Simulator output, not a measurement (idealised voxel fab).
process module | voxel lift off
cross-section cut | 245 nm wide | cells 5 nm
A cross-section is a grid of square cells, given in bands from the top down. A band is one or more rows of cells.
Each band's line starts with the height of the band's top and of its bottom, in nm. Then come its materials from left to right, each with its width in nm. One material with "throughout" fills the band from edge to edge. "air" is empty space.
Height 0 is the level under which the wafer as received is all one material. The lowest band goes on downwards, as in "0 down".
A width such as "30 to 40" changes by the same amount from each row of cells to the next, from the band's top row to its bottom row.
"no change" after a step means that no cell of the cross-section changed.
closed voids: empty space of 8 cells or more with no open way to the top, each as width x height at its distance from the left edge, in nm
after a step's settings: what the simulator itself notes on the step
overlay nm, on a step with a mask: how far to the right of its planned place the mask lay; to the left if negative
plan
1 op RECEIVE | material Si
2 op CONFORMAL_DEP | material Al2O3 | thk nm 5
3 op PATTERN | tone open | mask id LINES | material resist | width nm 25 | pitch nm 45 | thk nm 20 | overlay nm 0
4 op DIRECTIONAL_DEP | material Ru | thk nm 5
5 op STRIP | etch materials resist
6 op CONFORMAL_DEP | material SiO2 | thk nm 10
first wafer, as planned
as received, after step 1
  0 down: Si throughout
  closed voids: none
after step 2
  5 to 0: Al2O3 throughout
  below 0: unchanged
after step 3
  25 to 5: resist 40 | air 25 | resist 20 | air 25 | resist 20 | air 25 | resist 20 | air 25 | resist 45
  below 5: unchanged
after step 4
  30 to 25: Ru 40 | air 25 | Ru 20 | air 25 | Ru 20 | air 25 | Ru 20 | air 25 | Ru 45
  25 to 10: resist 40 | air 25 | resist 20 | air 25 | resist 20 | air 25 | resist 20 | air 25 | resist 45
  10 to 5: resist 40 | Ru 25 | resist 20 | Ru 25 | resist 20 | Ru 25 | resist 20 | Ru 25 | resist 45
  below 5: unchanged
after step 5
  10 to 5: air 40 | Ru 25 | air 20 | Ru 25 | air 20 | Ru 25 | air 20 | Ru 25 | air 45
  below 5: unchanged
after step 6
  20 to 15: air 30 | SiO2 180 | air 35
  15 to 10: SiO2 throughout
  10 to 5: SiO2 40 | Ru 25 | SiO2 20 | Ru 25 | SiO2 20 | Ru 25 | SiO2 20 | Ru 25 | SiO2 45
  below 5: unchanged
second wafer: like start, like plan, one mistake. Through step 4 it matches the first wafer
when step 5 should have ended
  10 to 5: air 40 | Ru 25 | air 20 | Ru 25 | air 20 | Ru 25 | air 20 | Ru 25 | air 45
  below 5: unchanged
when step 6 should have ended
  20 to 15: air 30 | SiO2 180 | air 35
  15 to 10: SiO2 throughout
  10 to 5: SiO2 40 | Ru 25 | SiO2 20 | Ru 25 | SiO2 20 | Ru 25 | SiO2 20 | Ru 25 | SiO2 45
  below 5: unchanged
what went wrong: step 5 was run twice
at the end the two cross-sections are the same: no effect in what this model computes
